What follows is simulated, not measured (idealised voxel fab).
voxel capacitor over wiring: a process module
We display cut, a cross-section 155 nm in width whose square cells are each 5 nm.
Heads up, the way a cross-section reads in here is a grid of square cells, handed over as bands from the top down, with every band being one or more rows of cells. Read a band's entry like this: the first values are the height of its top and the height of its bottom in nm, and what follows is the sequence of materials from left to right, each with its width in nm. Note that "air" is empty space, and that a single material marked "all across" reaches across the band from edge to edge. The reference from which all heights are counted is 0, the level beneath which the as-received wafer is entirely one material; the lowest band, having no lower bound, proceeds downward and is written after the example "0 down". A width given as "30->40" starts at the first number in the band's top row and ends at the second number in its bottom row, shifting by an equal amount at every step from row to row. For the purposes of this document, the phrase "everything unchanged" attached to a step denotes that no cell within the cross-section was modified by that step. Enclosed voids (no open way to top), threshold 8 cells or more, entry "Completely sealed voids", notation width x height at distance, distance from left edge, nm. That trailing text on a step's line, after the settings, is the simulator's own remark on the step. Each step line may optionally specify "overlay nm", which for a step with a mask gives the rightward distance between the mask's planned place and where it lay, a negative value indicating the leftward direction.
### This section lists the process steps that were planned
1) op RECEIVE | material Si
2) op CONFORMAL_DEP | material SiO2 | thk nm 15
3) op CONFORMAL_DEP | material SiN | thk nm 5
4) op DIRECTIONAL_DEP | material SiO2 | thk nm 15
5) op PATTERN | tone open | mask id METAL_1 | material resist | width nm 30 | pitch nm 85 | thk nm 20 | overlay nm 0
6) op DIRECTIONAL_ETCH | etch materials SiO2 | depth nm 15
7) op DIRECTIONAL_ETCH | etch materials SiN | depth nm 5
8) op STRIP | etch materials resist
9) op CONFORMAL_DEP | material TiN | thk nm 5
10) op FILL_DEP | material W | thk nm 10
11) op CMP | height nm 35
12) op CONFORMAL_DEP | material SiCN | thk nm 5
13) op DIRECTIONAL_DEP | material SiO2 | thk nm 10
14) op DIRECTIONAL_DEP | material aC | thk nm 15
15) op PATTERN | tone open | mask id PLUG_1 | material resist | width nm 15 | thk nm 30 | overlay nm 0
16) op DIRECTIONAL_ETCH | etch materials aC | depth nm 15
17) op STRIP | etch materials resist
18) op DIRECTIONAL_ETCH | etch materials SiO2 | depth nm 10
19) op DIRECTIONAL_ETCH | etch materials SiCN | depth nm 5
20) op STRIP | etch materials aC
21) op EPI | material Ru | thk nm 10
22) op EPI | material Ru | thk nm 5
23) op DIRECTIONAL_DEP | material TiN | thk nm 10
24) op DIRECTIONAL_DEP | material Al2O3 | thk nm 5
25) op DIRECTIONAL_DEP | material TiN | thk nm 5
26) op MASKED_ETCH | tone cover | mask id UPPER_PLATE | width nm 60 | etch materials TiN | depth nm 5 | overlay nm 0
27) op MASKED_ETCH | tone cover | mask id UPPER_PLATE | width nm 60 | etch materials Al2O3 | depth nm 5 | overlay nm 0
28) op PATTERN | tone cover | mask id LOWER_PLATE | material resist | width nm 70 | thk nm 20 | overlay nm 0
29) op DIRECTIONAL_ETCH | etch materials TiN | depth nm 10
30) op STRIP | etch materials resist
31) op FILL_DEP | material SiO2 | thk nm 20
32) op CMP | height nm 85
33) op PATTERN | tone open | mask id PLUG_2 | material resist | width nm 15 | thk nm 15 | overlay nm 0
34) op DIRECTIONAL_ETCH | etch materials SiO2 | depth nm 15
35) op STRIP | etch materials resist
36) op CONFORMAL_DEP | material TiN | thk nm 5
37) op FILL_DEP | material Ru | thk nm 5
38) op CMP | height nm 85
39) op CONFORMAL_DEP | material SiCN | thk nm 5
### Cross-section of the incoming wafer, state after step 1
- 0 down | Si all across
- Completely sealed voids: none
### First of two wafers at the end of the module, shown in cross-section; run carried out as planned
- 90 to 85 | SiCN all across
- 85 to 75 | 45 nm SiO2, 5 nm TiN, 5 nm Ru, 5 nm TiN, 95 nm SiO2
- 75 to 65 | 45->35 nm SiO2, 15->60 nm TiN, 95->60 nm SiO2
- 65 to 60 | 35 nm SiO2, 60 nm Al2O3, 60 nm SiO2
- 60 to 50 | 30 nm SiO2, 70 nm TiN, 55 nm SiO2
- 50 to 40 | 35 nm SiO2, 15 nm Ru, 105 nm SiO2
- 40 to 35 | 35 nm SiCN, 15 nm Ru, 105 nm SiCN
- 35 to 20 | 20 nm SiO2, 5 nm TiN, 20 nm W, 5 nm TiN, 55 nm SiO2, 5 nm TiN, 20 nm W, 5 nm TiN, 20 nm SiO2
- 20 to 15 | 20 nm SiN, 30 nm TiN, 55 nm SiN, 30 nm TiN, 20 nm SiN
- 15 to 0 | SiO2 all across
- 0 down | Si all across
- Completely sealed voids: none
### Cross-sectional view: second of two wafers, end of module; start and plan identical to the first, one mistake in running
- 85 to 80 | SiCN all across
- 80 to 75 | 45 nm SiO2, 5 nm TiN, 5 nm Ru, 5 nm TiN, 95 nm SiO2
- 75 to 65 | 45->35 nm SiO2, 15->60 nm TiN, 95->60 nm SiO2
- 65 to 60 | 35 nm SiO2, 60 nm Al2O3, 60 nm SiO2
- 60 to 50 | 30 nm SiO2, 70 nm TiN, 55 nm SiO2
- 50 to 40 | 35 nm SiO2, 15 nm Ru, 105 nm SiO2
- 40 to 35 | 35 nm SiCN, 15 nm Ru, 105 nm SiCN
- 35 to 20 | 20 nm SiO2, 5 nm TiN, 20 nm W, 5 nm TiN, 55 nm SiO2, 5 nm TiN, 20 nm W, 5 nm TiN, 20 nm SiO2
- 20 to 15 | 20 nm SiN, 30 nm TiN, 55 nm SiN, 30 nm TiN, 20 nm SiN
- 15 to 0 | SiO2 all across
- 0 down | Si all across
- Completely sealed voids: none
Deviation noted in wafer processing: step 38 did not use the planned setting and instead ran as op CMP | height nm 80
Count the cells at the end and the second wafer has more or fewer of some materials than the first: Ru -1, SiO2 -28, TiN -2
